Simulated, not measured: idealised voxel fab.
process module | voxel capacitor over wiring
cross-section cut | 165 nm wide | cells 5 nm
A cross-section is a grid of square cells, given in bands from the top down. A band is one or more rows of cells.
Each band's line starts with the height of the band's top and of its bottom, in nm. Then come its materials from left to right, each with its width in nm. One material with "throughout" fills the band from edge to edge. "air" is empty space.
Height 0 is the level under which the wafer as received is all one material. The lowest band goes on downwards, as in "0 down".
A width such as "30 to 40" changes by the same amount from each row of cells to the next, from the band's top row to its bottom row.
"no change" after a step means that no cell of the cross-section changed.
closed voids: empty space of 8 cells or more with no open way to the top, each as width x height at its distance from the left edge, in nm
after a step's settings: what the simulator itself notes on the step
overlay nm, on a step with a mask: how far to the right of its planned place the mask lay; to the left if negative
Each pair below shows a cross-section before one step and the cross-section after it, down to the lowest band that changed. The line under each pair gives the step between them, with its settings. The pairs can come from different runs of this module on the same starting wafer, so a pair continues from the pair above only where its "before" says so.
before
  0 down: Si throughout
  closed voids: none
after
  10 to 0: SiO2 throughout
  below 0: unchanged
  closed voids: none
the step between: op CONFORMAL_DEP | material SiO2 | thk nm 10
before: the cross-section after the pair above
after
  15 to 10: TiN throughout
  below 10: unchanged
  closed voids: none
the step between: op DIRECTIONAL_DEP | material TiN | thk nm 5
before: the cross-section after the pair above
after
  30 to 15: W throughout
  below 15: unchanged
  closed voids: none
the step between: op DIRECTIONAL_DEP | material W | thk nm 15
before: the cross-section after the pair above
after
  30 to 15: air 30 | W 25 | air 50 | W 25 | air 35
  below 15: unchanged
  closed voids: none
the step between: op MASKED_ETCH | tone cover | mask id METAL_1 | width nm 25 | pitch nm 75 | etch materials W | depth nm 15 | overlay nm 0
before: the cross-section after the pair above
after
  30 to 15: air 30 | W 25 | air 50 | W 25 | air 35
  15 to 10: air 30 | TiN 25 | air 50 | TiN 25 | air 35
  below 10: unchanged
  closed voids: none
the step between: op MASKED_ETCH | tone cover | mask id METAL_1 | width nm 25 | pitch nm 75 | etch materials TiN | depth nm 5 | overlay nm 0
before: the cross-section after the pair above
after
  35 to 30: lowk throughout
  30 to 15: lowk 30 | W 25 | lowk 50 | W 25 | lowk 35
  15 to 10: lowk 30 | TiN 25 | lowk 50 | TiN 25 | lowk 35
  below 10: unchanged
  closed voids: none
the step between: op FILL_DEP | material lowk | thk nm 5
before: the cross-section after the pair above
after
  30 to 15: lowk 30 | W 25 | lowk 50 | W 25 | lowk 35
  below 15: unchanged
  closed voids: none
the step between: op CMP | height nm 30
before: the cross-section after the pair above
after
  35 to 30: SiCN throughout
  below 30: unchanged
  closed voids: none
the step between: op CONFORMAL_DEP | material SiCN | thk nm 5
before: the cross-section after the pair above
after
  55 to 35: lowk throughout
  below 35: unchanged
  closed voids: none
the step between: op DIRECTIONAL_DEP | material lowk | thk nm 20
before: the cross-section after the pair above
after
  70 to 55: resist 40 | air 15 | resist 110
  below 55: unchanged
  closed voids: none
the step between: op PATTERN | tone open | mask id PLUG_1 | material resist | width nm 15 | thk nm 15 | overlay nm 0
before: the cross-section after the pair above
after
  70 to 55: resist 40 | air 15 | resist 110
  55 to 35: lowk 40 | air 15 | lowk 110
  below 35: unchanged
  closed voids: none
the step between: op DIRECTIONAL_ETCH | etch materials lowk | depth nm 20
before: the cross-section after the pair above
after
  70 to 55: resist 40 | air 15 | resist 110
  55 to 35: lowk 40 | air 15 | lowk 110
  35 to 30: SiCN 40 | air 15 | SiCN 110
  below 30: unchanged
  closed voids: none
the step between: op DIRECTIONAL_ETCH | etch materials SiCN | depth nm 5
before: the cross-section after the pair above
after
  55 to 35: lowk 40 | air 15 | lowk 110
  below 35: unchanged
  closed voids: none
the step between: op STRIP | etch materials resist
before: the cross-section after the pair above
after
  55 to 40: lowk 40 | air 15 | lowk 110
  40 to 35: lowk 40 | Ru 15 | lowk 110
  35 to 30: SiCN 40 | Ru 15 | SiCN 110
  below 30: unchanged
  closed voids: none
the step between: op EPI | material Ru | thk nm 10
before: the cross-section after the pair above
after
  55 to 50: lowk 40 | air 15 | lowk 110
  50 to 35: lowk 40 | Ru 15 | lowk 110
  below 35: unchanged
  closed voids: none
the step between: op EPI | material Ru | thk nm 10
before: the cross-section after the pair above
after
  55 to 35: lowk 40 | Ru 15 | lowk 110
  below 35: unchanged
  closed voids: none
the step between: op EPI | material Ru | thk nm 5
before: the cross-section after the pair above
after
  60 to 55: TiN throughout
  below 55: unchanged
  closed voids: none
the step between: op DIRECTIONAL_DEP | material TiN | thk nm 5
before: the cross-section after the pair above
after
  65 to 60: HfO2 throughout
  below 60: unchanged
  closed voids: none
the step between: op DIRECTIONAL_DEP | material HfO2 | thk nm 5
before: the cross-section after the pair above
after
  70 to 65: TiN throughout
  below 65: unchanged
  closed voids: none
the step between: op DIRECTIONAL_DEP | material TiN | thk nm 5
before: the cross-section after the pair above
after
  85 to 70: air 40 | resist 55 | air 70
  below 70: unchanged
  closed voids: none
the step between: op PATTERN | tone cover | mask id UPPER_PLATE | material resist | width nm 55 | thk nm 15 | overlay nm 0
before: the cross-section after the pair above
after
  85 to 70: air 40 | resist 55 | air 70
  70 to 65: air 40 | TiN 55 | air 70
  below 65: unchanged
  closed voids: none
the step between: op DIRECTIONAL_ETCH | etch materials TiN | depth nm 5
before: the cross-section after the pair above
after
  85 to 70: air 40 | resist 55 | air 70
  70 to 65: air 40 | TiN 55 | air 70
  65 to 60: air 40 | HfO2 55 | air 70
  below 60: unchanged
  closed voids: none
the step between: op DIRECTIONAL_ETCH | etch materials HfO2 | depth nm 5
before: the cross-section after the pair above
after
  70 to 65: air 40 | TiN 55 | air 70
  below 65: unchanged
  closed voids: none
the step between: op STRIP | etch materials resist
before: the cross-section after the pair above
after
  85 to 70: air 35 | resist 65 | air 65
  70 to 65: air 35 | resist 5 | TiN 55 | resist 5 | air 65
  65 to 60: air 35 | resist 5 | HfO2 55 | resist 5 | air 65
  below 60: unchanged
  closed voids: none
the step between: op PATTERN | tone cover | mask id LOWER_PLATE | material resist | width nm 65 | thk nm 15 | overlay nm 0
before: the cross-section after the pair above
after
  85 to 70: air 35 | resist 65 | air 65
  70 to 65: air 35 | resist 5 | TiN 55 | resist 5 | air 65
  65 to 60: air 35 | resist 5 | HfO2 55 | resist 5 | air 65
  60 to 55: air 35 | TiN 65 | air 65
  below 55: unchanged
  closed voids: none
the step between: op DIRECTIONAL_ETCH | etch materials TiN | depth nm 5
before: the cross-section after the pair above
after
  70 to 65: air 40 | TiN 55 | air 70
  65 to 60: air 40 | HfO2 55 | air 70
  below 60: unchanged
  closed voids: none
the step between: op STRIP | etch materials resist
before: the cross-section after the pair above
after
  85 to 70: SiO2 throughout
  70 to 65: SiO2 40 | TiN 55 | SiO2 70
  65 to 60: SiO2 40 | HfO2 55 | SiO2 70
  60 to 55: SiO2 35 | TiN 65 | SiO2 65
  below 55: unchanged
  closed voids: none
the step between: op FILL_DEP | material SiO2 | thk nm 15
before: the cross-section after the pair above
after
  80 to 70: SiO2 throughout
  below 70: unchanged
  closed voids: none
the step between: op CMP | height nm 80
before: the cross-section after the pair above
after
  95 to 80: resist 50 | air 15 | resist 100
  below 80: unchanged
  closed voids: none
the step between: op PATTERN | tone open | mask id PLUG_2 | material resist | width nm 15 | thk nm 15 | overlay nm 0
before: the cross-section after the pair above
after
  95 to 80: resist 50 | air 15 | resist 100
  80 to 70: SiO2 50 | air 15 | SiO2 100
  below 70: unchanged
  closed voids: none
the step between: op DIRECTIONAL_ETCH | etch materials SiO2 | depth nm 10
before: the cross-section after the pair above
after
  80 to 70: SiO2 50 | air 15 | SiO2 100
  below 70: unchanged
  closed voids: none
the step between: op STRIP | etch materials resist
before: the cross-section after the pair above
after
  85 to 80: TiN 55 | air 5 | TiN 105
  80 to 75: SiO2 50 | TiN 5 | air 5 | TiN 5 | SiO2 100
  75 to 65: SiO2 50 to 40 | TiN 15 to 55 | SiO2 100 to 70
  below 65: unchanged
  closed voids: none
the step between: op CONFORMAL_DEP | material TiN | thk nm 5
before: the cross-section after the pair above
after
  90 to 85: Ru throughout
  85 to 80: TiN 55 | Ru 5 | TiN 105
  80 to 75: SiO2 50 | TiN 5 | Ru 5 | TiN 5 | SiO2 100
  below 75: unchanged
  closed voids: none
the step between: op FILL_DEP | material Ru | thk nm 5
before: the cross-section after the pair above
after
  80 to 75: SiO2 50 | TiN 5 | Ru 5 | TiN 5 | SiO2 100
  below 75: unchanged
  closed voids: none
the step between: op CMP | height nm 80
before: the cross-section after the pair above
after
  85 to 80: SiCN throughout
  below 80: unchanged
  closed voids: none
the step between: op CONFORMAL_DEP | material SiCN | thk nm 5
before
  55 to 35: lowk 40 | Ru 15 | lowk 110
  35 to 30: SiCN 40 | Ru 15 | SiCN 110
  30 to 15: lowk 30 | W 25 | lowk 50 | W 25 | lowk 35
  15 to 10: lowk 30 | TiN 25 | lowk 50 | TiN 25 | lowk 35
  10 to 0: SiO2 throughout
  0 down: Si throughout
  closed voids: none
after
  60 to 55: HfO2 throughout
  below 55: unchanged
  closed voids: none
the step between: op DIRECTIONAL_DEP | material HfO2 | thk nm 5
before: the cross-section after the pair above
after
  65 to 60: TiN throughout
  below 60: unchanged
  closed voids: none
the step between: op DIRECTIONAL_DEP | material TiN | thk nm 5
before: the cross-section after the pair above
after
  80 to 65: air 40 | resist 55 | air 70
  below 65: unchanged
  closed voids: none
the step between: op PATTERN | tone cover | mask id UPPER_PLATE | material resist | width nm 55 | thk nm 15 | overlay nm 0
before: the cross-section after the pair above
after
  80 to 65: air 40 | resist 55 | air 70
  65 to 60: air 40 | TiN 55 | air 70
  below 60: unchanged
  closed voids: none
the step between: op DIRECTIONAL_ETCH | etch materials TiN | depth nm 5
before: the cross-section after the pair above
after
  80 to 65: air 40 | resist 55 | air 70
  65 to 60: air 40 | TiN 55 | air 70
  60 to 55: air 40 | HfO2 55 | air 70
  below 55: unchanged
  closed voids: none
the step between: op DIRECTIONAL_ETCH | etch materials HfO2 | depth nm 5
before: the cross-section after the pair above
after
  65 to 60: air 40 | TiN 55 | air 70
  below 60: unchanged
  closed voids: none
the step between: op STRIP | etch materials resist
before: the cross-section after the pair above
after
  80 to 65: air 35 | resist 65 | air 65
  65 to 60: air 35 | resist 5 | TiN 55 | resist 5 | air 65
  60 to 55: air 35 | resist 5 | HfO2 55 | resist 5 | air 65
  below 55: unchanged
  closed voids: none
the step between: op PATTERN | tone cover | mask id LOWER_PLATE | material resist | width nm 65 | thk nm 15 | overlay nm 0
before: the cross-section after the pair above
after
  65 to 60: air 40 | TiN 55 | air 70
  60 to 55: air 40 | HfO2 55 | air 70
  below 55: unchanged
  closed voids: none
the step between: op STRIP | etch materials resist
before: the cross-section after the pair above
after
  80 to 65: SiO2 throughout
  65 to 60: SiO2 40 | TiN 55 | SiO2 70
  60 to 55: SiO2 40 | HfO2 55 | SiO2 70
  below 55: unchanged
  closed voids: none
the step between: op FILL_DEP | material SiO2 | thk nm 15
before: the cross-section after the pair above
after
  95 to 80: resist 50 | air 15 | resist 100
  below 80: unchanged
  closed voids: none
the step between: op PATTERN | tone open | mask id PLUG_2 | material resist | width nm 15 | thk nm 15 | overlay nm 0
before: the cross-section after the pair above
after
  95 to 80: resist 50 | air 15 | resist 100
  80 to 70: SiO2 50 | air 15 | SiO2 100
  below 70: unchanged
  closed voids: none
the step between: op DIRECTIONAL_ETCH | etch materials SiO2 | depth nm 10
before: the cross-section after the pair above
after
  80 to 70: SiO2 50 | air 15 | SiO2 100
  below 70: unchanged
  closed voids: none
the step between: op STRIP | etch materials resist
before: the cross-section after the pair above
after
  85 to 80: TiN 55 | air 5 | TiN 105
  80 to 75: SiO2 50 | TiN 5 | air 5 | TiN 5 | SiO2 100
  75 to 70: SiO2 50 | TiN 15 | SiO2 100
  below 70: unchanged
  closed voids: none
the step between: op CONFORMAL_DEP | material TiN | thk nm 5
before: the cross-section after the pair above
after
  90 to 85: Ru throughout
  85 to 80: TiN 55 | Ru 5 | TiN 105
  80 to 75: SiO2 50 | TiN 5 | Ru 5 | TiN 5 | SiO2 100
  below 75: unchanged
  closed voids: none
the step between: op FILL_DEP | material Ru | thk nm 5
before: the cross-section after the pair above
after
  80 to 75: SiO2 50 | TiN 5 | Ru 5 | TiN 5 | SiO2 100
  below 75: unchanged
  closed voids: none
the step between: op CMP | height nm 80
before: the cross-section after the pair above
after
  85 to 80: SiCN throughout
  below 80: unchanged
  closed voids: none
the step between: op CONFORMAL_DEP | material SiCN | thk nm 5
before
  55 to 50: lowk 40 | air 15 | lowk 110
  50 to 35: lowk 40 | Ru 15 | lowk 110
  35 to 30: SiCN 40 | Ru 15 | SiCN 110
  30 to 15: lowk 30 | W 25 | lowk 50 | W 25 | lowk 35
  15 to 10: lowk 30 | TiN 25 | lowk 50 | TiN 25 | lowk 35
  10 to 0: SiO2 throughout
  0 down: Si throughout
  closed voids: none
after
  60 to 55: air 35 | Ru 25 | air 105
  55 to 35: lowk 40 | Ru 15 | lowk 110
  below 35: unchanged
  closed voids: none
the step between: op EPI | material Ru | thk nm 10
before: the cross-section after the pair above
after
  65 to 55: air 30 | Ru 35 | air 100
  below 55: unchanged
  closed voids: none
the step between: op EPI | material Ru | thk nm 5
before: the cross-section after the pair above
after
  70 to 65: air 30 | TiN 35 | air 100
  65 to 60: air 30 | Ru 35 | air 100
  60 to 55: TiN 30 | Ru 35 | TiN 100
  below 55: unchanged
  closed voids: none
the step between: op DIRECTIONAL_DEP | material TiN | thk nm 5
before: the cross-section after the pair above
after
  75 to 70: air 30 | HfO2 35 | air 100
  70 to 65: air 30 | TiN 35 | air 100
  65 to 60: HfO2 30 | Ru 35 | HfO2 100
  below 60: unchanged
  closed voids: none
the step between: op DIRECTIONAL_DEP | material HfO2 | thk nm 5
before: the cross-section after the pair above
after
  80 to 75: air 30 | TiN 35 | air 100
  75 to 70: air 30 | HfO2 35 | air 100
  70 to 65: TiN throughout
  below 65: unchanged
  closed voids: none
the step between: op DIRECTIONAL_DEP | material TiN | thk nm 5
before: the cross-section after the pair above
after
  95 to 80: air 40 | resist 55 | air 70
  80 to 75: air 30 | TiN 35 | resist 30 | air 70
  75 to 70: air 30 | HfO2 35 | resist 30 | air 70
  below 70: unchanged
  closed voids: none
the step between: op PATTERN | tone cover | mask id UPPER_PLATE | material resist | width nm 55 | thk nm 15 | overlay nm 0
before: the cross-section after the pair above
after
  95 to 80: air 40 | resist 55 | air 70
  80 to 75: air 40 | TiN 25 | resist 30 | air 70
  75 to 70: air 30 | HfO2 35 | resist 30 | air 70
  70 to 65: air 30 | TiN 65 | air 70
  below 65: unchanged
  closed voids: none
the step between: op DIRECTIONAL_ETCH | etch materials TiN | depth nm 5
before: the cross-section after the pair above
after
  95 to 80: air 40 | resist 55 | air 70
  80 to 75: air 40 | TiN 25 | resist 30 | air 70
  75 to 70: air 40 | HfO2 25 | resist 30 | air 70
  70 to 65: air 30 | TiN 65 | air 70
  65 to 60: air 30 | Ru 35 | HfO2 30 | air 70
  below 60: unchanged
  closed voids: none
the step between: op DIRECTIONAL_ETCH | etch materials HfO2 | depth nm 5
before: the cross-section after the pair above
after
  80 to 75: air 40 | TiN 25 | air 100
  75 to 70: air 40 | HfO2 25 | air 100
  below 70: unchanged
  closed voids: none
the step between: op STRIP | etch materials resist
before: the cross-section after the pair above
after
  95 to 80: air 35 | resist 65 | air 65
  80 to 75: air 35 | resist 5 | TiN 25 | resist 35 | air 65
  75 to 70: air 35 | resist 5 | HfO2 25 | resist 35 | air 65
  70 to 65: air 30 | TiN 65 | resist 5 | air 65
  65 to 60: air 30 | Ru 35 | HfO2 30 | resist 5 | air 65
  below 60: unchanged
  closed voids: none
the step between: op PATTERN | tone cover | mask id LOWER_PLATE | material resist | width nm 65 | thk nm 15 | overlay nm 0
before: the cross-section after the pair above
after
  95 to 80: air 35 | resist 65 | air 65
  80 to 75: air 35 | resist 5 | TiN 25 | resist 35 | air 65
  75 to 70: air 35 | resist 5 | HfO2 25 | resist 35 | air 65
  70 to 65: air 35 | TiN 60 | resist 5 | air 65
  65 to 60: air 30 | Ru 35 | HfO2 30 | resist 5 | air 65
  60 to 55: air 30 | Ru 35 | TiN 35 | air 65
  below 55: unchanged
  closed voids: none
the step between: op DIRECTIONAL_ETCH | etch materials TiN | depth nm 5
before: the cross-section after the pair above
after
  80 to 75: air 40 | TiN 25 | air 100
  75 to 70: air 40 | HfO2 25 | air 100
  70 to 65: air 35 | TiN 60 | air 70
  65 to 60: air 30 | Ru 35 | HfO2 30 | air 70
  below 60: unchanged
  closed voids: none
the step between: op STRIP | etch materials resist
before: the cross-section after the pair above
after
  95 to 80: SiO2 throughout
  80 to 75: SiO2 40 | TiN 25 | SiO2 100
  75 to 70: SiO2 40 | HfO2 25 | SiO2 100
  70 to 65: SiO2 35 | TiN 60 | SiO2 70
  65 to 60: SiO2 30 | Ru 35 | HfO2 30 | SiO2 70
  60 to 55: SiO2 30 | Ru 35 | TiN 35 | SiO2 65
  below 55: unchanged
  closed voids: none
the step between: op FILL_DEP | material SiO2 | thk nm 15
before: the cross-section after the pair above
after
  80 to 75: SiO2 40 | TiN 25 | SiO2 100
  below 75: unchanged
  closed voids: none
the step between: op CMP | height nm 80
before: the cross-section after the pair above
after
  95 to 80: resist 50 | air 15 | resist 100
  below 80: unchanged
  closed voids: none
the step between: op PATTERN | tone open | mask id PLUG_2 | material resist | width nm 15 | thk nm 15 | overlay nm 0
before: the cross-section after the pair above
after
  80 to 75: SiO2 40 | TiN 25 | SiO2 100
  below 75: unchanged
  closed voids: none
the step between: op STRIP | etch materials resist
before: the cross-section after the pair above
after
  85 to 80: TiN throughout
  below 80: unchanged
  closed voids: none
the step between: op CONFORMAL_DEP | material TiN | thk nm 5
before: the cross-section after the pair above
after
  90 to 85: Ru throughout
  below 85: unchanged
  closed voids: none
the step between: op FILL_DEP | material Ru | thk nm 5
before: the cross-section after the pair above
after
  80 to 75: SiO2 40 | TiN 25 | SiO2 100
  below 75: unchanged
  closed voids: none
the step between: op CMP | height nm 80
before: the cross-section after the pair above
after
  85 to 80: SiCN throughout
  below 80: unchanged
  closed voids: none
the step between: op CONFORMAL_DEP | material SiCN | thk nm 5
before
  30 to 15: lowk 30 | W 25 | lowk 50 | W 25 | lowk 35
  15 to 10: lowk 30 | TiN 25 | lowk 50 | TiN 25 | lowk 35
  10 to 0: SiO2 throughout
  0 down: Si throughout
  closed voids: none
after
  50 to 30: lowk throughout
  below 30: unchanged
  closed voids: none
the step between: op DIRECTIONAL_DEP | material lowk | thk nm 20
before: the cross-section after the pair above
after
  55 to 50: SiCN throughout
  below 50: unchanged
  closed voids: none
the step between: op CONFORMAL_DEP | material SiCN | thk nm 5
before: the cross-section after the pair above
after
  70 to 55: resist 40 | air 15 | resist 110
  below 55: unchanged
  closed voids: none
the step between: op PATTERN | tone open | mask id PLUG_1 | material resist | width nm 15 | thk nm 15 | overlay nm 0
before: the cross-section after the pair above
after
  70 to 55: resist 40 | air 15 | resist 110
  55 to 50: SiCN 40 | air 15 | SiCN 110
  below 50: unchanged
  closed voids: none
the step between: op DIRECTIONAL_ETCH | etch materials SiCN | depth nm 5
before: the cross-section after the pair above
after
  55 to 50: SiCN 40 | air 15 | SiCN 110
  below 50: unchanged
  closed voids: none
the step between: op STRIP | etch materials resist
before: the cross-section after the pair above
after
  60 to 55: TiN 40 | air 15 | TiN 110
  55 to 50: SiCN 40 | TiN 15 | SiCN 110
  below 50: unchanged
  closed voids: none
the step between: op DIRECTIONAL_DEP | material TiN | thk nm 5
before: the cross-section after the pair above
after
  65 to 60: HfO2 40 | air 15 | HfO2 110
  60 to 55: TiN 40 | HfO2 15 | TiN 110
  below 55: unchanged
  closed voids: none
the step between: op DIRECTIONAL_DEP | material HfO2 | thk nm 5
before: the cross-section after the pair above
after
  70 to 65: TiN 40 | air 15 | TiN 110
  65 to 60: HfO2 40 | TiN 15 | HfO2 110
  below 60: unchanged
  closed voids: none
the step between: op DIRECTIONAL_DEP | material TiN | thk nm 5
before: the cross-section after the pair above
after
  85 to 70: air 40 | resist 55 | air 70
  70 to 65: TiN 40 | resist 15 | TiN 110
  below 65: unchanged
  closed voids: none
the step between: op PATTERN | tone cover | mask id UPPER_PLATE | material resist | width nm 55 | thk nm 15 | overlay nm 0
before: the cross-section after the pair above
after
  85 to 70: air 40 | resist 55 | air 70
  70 to 65: air 40 | resist 15 | TiN 40 | air 70
  below 65: unchanged
  closed voids: none
the step between: op DIRECTIONAL_ETCH | etch materials TiN | depth nm 5
before: the cross-section after the pair above
after
  85 to 70: air 40 | resist 55 | air 70
  70 to 65: air 40 | resist 15 | TiN 40 | air 70
  65 to 60: air 40 | TiN 15 | HfO2 40 | air 70
  below 60: unchanged
  closed voids: none
the step between: op DIRECTIONAL_ETCH | etch materials HfO2 | depth nm 5
before: the cross-section after the pair above
after
  70 to 65: air 55 | TiN 40 | air 70
  below 65: unchanged
  closed voids: none
the step between: op STRIP | etch materials resist
before: the cross-section after the pair above
after
  85 to 70: air 35 | resist 65 | air 65
  70 to 65: air 35 | resist 20 | TiN 40 | resist 5 | air 65
  65 to 60: air 35 | resist 5 | TiN 15 | HfO2 40 | resist 5 | air 65
  below 60: unchanged
  closed voids: none
the step between: op PATTERN | tone cover | mask id LOWER_PLATE | material resist | width nm 65 | thk nm 15 | overlay nm 0
before: the cross-section after the pair above
after
  85 to 70: air 35 | resist 65 | air 65
  70 to 65: air 35 | resist 20 | TiN 40 | resist 5 | air 65
  65 to 60: air 35 | resist 5 | TiN 15 | HfO2 40 | resist 5 | air 65
  60 to 55: air 35 | TiN 5 | HfO2 15 | TiN 45 | air 65
  below 55: unchanged
  closed voids: none
the step between: op DIRECTIONAL_ETCH | etch materials TiN | depth nm 5
before: the cross-section after the pair above
after
  70 to 65: air 55 | TiN 40 | air 70
  65 to 60: air 40 | TiN 15 | HfO2 40 | air 70
  below 60: unchanged
  closed voids: none
the step between: op STRIP | etch materials resist
before: the cross-section after the pair above
after
  85 to 70: SiO2 throughout
  70 to 65: SiO2 55 | TiN 40 | SiO2 70
  65 to 60: SiO2 40 | TiN 15 | HfO2 40 | SiO2 70
  60 to 55: SiO2 35 | TiN 5 | HfO2 15 | TiN 45 | SiO2 65
  below 55: unchanged
  closed voids: none
the step between: op FILL_DEP | material SiO2 | thk nm 15
before: the cross-section after the pair above
after
  80 to 70: SiO2 throughout
  below 70: unchanged
  closed voids: none
the step between: op CMP | height nm 80
before: the cross-section after the pair above
after
  95 to 80: resist 50 | air 15 | resist 100
  below 80: unchanged
  closed voids: none
the step between: op PATTERN | tone open | mask id PLUG_2 | material resist | width nm 15 | thk nm 15 | overlay nm 0
before: the cross-section after the pair above
after
  95 to 80: resist 50 | air 15 | resist 100
  80 to 70: SiO2 50 | air 15 | SiO2 100
  below 70: unchanged
  closed voids: none
the step between: op DIRECTIONAL_ETCH | etch materials SiO2 | depth nm 10
before: the cross-section after the pair above
after
  80 to 70: SiO2 50 | air 15 | SiO2 100
  below 70: unchanged
  closed voids: none
the step between: op STRIP | etch materials resist
before: the cross-section after the pair above
after
  85 to 80: TiN 55 | air 5 | TiN 105
  80 to 75: SiO2 50 | TiN 5 | air 5 | TiN 5 | SiO2 100
  75 to 65: SiO2 50 to 55 | TiN 15 to 40 | SiO2 100 to 70
  below 65: unchanged
  closed voids: none
the step between: op CONFORMAL_DEP | material TiN | thk nm 5
before: the cross-section after the pair above
after
  90 to 85: Ru throughout
  85 to 80: TiN 55 | Ru 5 | TiN 105
  80 to 75: SiO2 50 | TiN 5 | Ru 5 | TiN 5 | SiO2 100
  below 75: unchanged
  closed voids: none
the step between: op FILL_DEP | material Ru | thk nm 5
before: the cross-section after the pair above
after
  80 to 75: SiO2 50 | TiN 5 | Ru 5 | TiN 5 | SiO2 100
  below 75: unchanged
  closed voids: none
the step between: op CMP | height nm 80
before: the cross-section after the pair above
after
  85 to 80: SiCN throughout
  below 80: unchanged
  closed voids: none
the step between: op CONFORMAL_DEP | material SiCN | thk nm 5
before
  35 to 30: SiCN throughout
  30 to 15: lowk 30 | W 25 | lowk 50 | W 25 | lowk 35
  15 to 10: lowk 30 | TiN 25 | lowk 50 | TiN 25 | lowk 35
  10 to 0: SiO2 throughout
  0 down: Si throughout
  closed voids: none
after
  50 to 35: lowk throughout
  below 35: unchanged
  closed voids: none
the step between: op DIRECTIONAL_DEP | material lowk | thk nm 15
before: the cross-section after the pair above
after
  65 to 50: resist 40 | air 15 | resist 110
  below 50: unchanged
  closed voids: none
the step between: op PATTERN | tone open | mask id PLUG_1 | material resist | width nm 15 | thk nm 15 | overlay nm 0
before: the cross-section after the pair above
after
  65 to 50: resist 40 | air 15 | resist 110
  50 to 35: lowk 40 | air 15 | lowk 110
  below 35: unchanged
  closed voids: none
the step between: op DIRECTIONAL_ETCH | etch materials lowk | depth nm 20
before: the cross-section after the pair above
after
  65 to 50: resist 40 | air 15 | resist 110
  50 to 35: lowk 40 | air 15 | lowk 110
  35 to 30: SiCN 40 | air 15 | SiCN 110
  below 30: unchanged
  closed voids: none
the step between: op DIRECTIONAL_ETCH | etch materials SiCN | depth nm 5
before: the cross-section after the pair above
after
  50 to 35: lowk 40 | air 15 | lowk 110
  below 35: unchanged
  closed voids: none
the step between: op STRIP | etch materials resist
before: the cross-section after the pair above
after
  50 to 40: lowk 40 | air 15 | lowk 110
  40 to 35: lowk 40 | Ru 15 | lowk 110
  35 to 30: SiCN 40 | Ru 15 | SiCN 110
  below 30: unchanged
  closed voids: none
the step between: op EPI | material Ru | thk nm 10
before: the cross-section after the pair above
after
  50 to 35: lowk 40 | Ru 15 | lowk 110
  below 35: unchanged
  closed voids: none
the step between: op EPI | material Ru | thk nm 10
before: the cross-section after the pair above
after
  55 to 50: air 35 | Ru 25 | air 105
  below 50: unchanged
  closed voids: none
the step between: op EPI | material Ru | thk nm 5
before: the cross-section after the pair above
after
  60 to 55: air 35 | TiN 25 | air 105
  55 to 50: TiN 35 | Ru 25 | TiN 105
  below 50: unchanged
  closed voids: none
the step between: op DIRECTIONAL_DEP | material TiN | thk nm 5
before: the cross-section after the pair above
after
  65 to 60: air 35 | HfO2 25 | air 105
  60 to 55: HfO2 35 | TiN 25 | HfO2 105
  below 55: unchanged
  closed voids: none
the step between: op DIRECTIONAL_DEP | material HfO2 | thk nm 5
before: the cross-section after the pair above
after
  70 to 65: air 35 | TiN 25 | air 105
  65 to 60: TiN 35 | HfO2 25 | TiN 105
  below 60: unchanged
  closed voids: none
the step between: op DIRECTIONAL_DEP | material TiN | thk nm 5
before: the cross-section after the pair above
after
  85 to 70: air 40 | resist 55 | air 70
  70 to 65: air 35 | TiN 25 | resist 35 | air 70
  below 65: unchanged
  closed voids: none
the step between: op PATTERN | tone cover | mask id UPPER_PLATE | material resist | width nm 55 | thk nm 15 | overlay nm 0
before: the cross-section after the pair above
after
  85 to 70: air 40 | resist 55 | air 70
  70 to 65: air 40 | TiN 20 | resist 35 | air 70
  65 to 60: air 35 | HfO2 25 | TiN 35 | air 70
  below 60: unchanged
  closed voids: none
the step between: op DIRECTIONAL_ETCH | etch materials TiN | depth nm 5
before: the cross-section after the pair above
after
  85 to 70: air 40 | resist 55 | air 70
  70 to 65: air 40 | TiN 20 | resist 35 | air 70
  65 to 60: air 40 | HfO2 20 | TiN 35 | air 70
  60 to 55: air 35 | TiN 25 | HfO2 35 | air 70
  below 55: unchanged
  closed voids: none
the step between: op DIRECTIONAL_ETCH | etch materials HfO2 | depth nm 5
before: the cross-section after the pair above
after
  70 to 65: air 40 | TiN 20 | air 105
  below 65: unchanged
  closed voids: none
the step between: op STRIP | etch materials resist
before: the cross-section after the pair above
after
  85 to 70: air 35 | resist 65 | air 65
  70 to 65: air 35 | resist 5 | TiN 20 | resist 40 | air 65
  65 to 60: air 35 | resist 5 | HfO2 20 | TiN 35 | resist 5 | air 65
  60 to 55: air 35 | TiN 25 | HfO2 35 | resist 5 | air 65
  below 55: unchanged
  closed voids: none
the step between: op PATTERN | tone cover | mask id LOWER_PLATE | material resist | width nm 65 | thk nm 15 | overlay nm 0
before: the cross-section after the pair above
after
  85 to 70: air 35 | resist 65 | air 65
  70 to 65: air 35 | resist 5 | TiN 20 | resist 40 | air 65
  65 to 60: air 35 | resist 5 | HfO2 20 | TiN 35 | resist 5 | air 65
  60 to 55: air 35 | TiN 25 | HfO2 35 | resist 5 | air 65
  55 to 50: air 35 | Ru 25 | TiN 40 | air 65
  below 50: unchanged
  closed voids: none
the step between: op DIRECTIONAL_ETCH | etch materials TiN | depth nm 5
before: the cross-section after the pair above
after
  70 to 65: air 40 | TiN 20 | air 105
  65 to 60: air 40 | HfO2 20 | TiN 35 | air 70
  60 to 55: air 35 | TiN 25 | HfO2 35 | air 70
  below 55: unchanged
  closed voids: none
the step between: op STRIP | etch materials resist
before: the cross-section after the pair above
after
  85 to 70: SiO2 throughout
  70 to 65: SiO2 40 | TiN 20 | SiO2 105
  65 to 60: SiO2 40 | HfO2 20 | TiN 35 | SiO2 70
  60 to 55: SiO2 35 | TiN 25 | HfO2 35 | SiO2 70
  55 to 50: SiO2 35 | Ru 25 | TiN 40 | SiO2 65
  below 50: unchanged
  closed voids: none
the step between: op FILL_DEP | material SiO2 | thk nm 15
before: the cross-section after the pair above
after
  80 to 70: SiO2 throughout
  below 70: unchanged
  closed voids: none
the step between: op CMP | height nm 80
before: the cross-section after the pair above
after
  95 to 80: resist 50 | air 15 | resist 100
  below 80: unchanged
  closed voids: none
the step between: op PATTERN | tone open | mask id PLUG_2 | material resist | width nm 15 | thk nm 15 | overlay nm 0
before: the cross-section after the pair above
after
  95 to 80: resist 50 | air 15 | resist 100
  80 to 70: SiO2 50 | air 15 | SiO2 100
  below 70: unchanged
  closed voids: none
the step between: op DIRECTIONAL_ETCH | etch materials SiO2 | depth nm 10
before: the cross-section after the pair above
after
  80 to 70: SiO2 50 | air 15 | SiO2 100
  below 70: unchanged
  closed voids: none
the step between: op STRIP | etch materials resist
before: the cross-section after the pair above
after
  85 to 80: TiN 55 | air 5 | TiN 105
  80 to 75: SiO2 50 | TiN 5 | air 5 | TiN 5 | SiO2 100
  75 to 65: SiO2 50 to 40 | TiN 15 to 20 | SiO2 100 to 105
  below 65: unchanged
  closed voids: none
the step between: op CONFORMAL_DEP | material TiN | thk nm 5
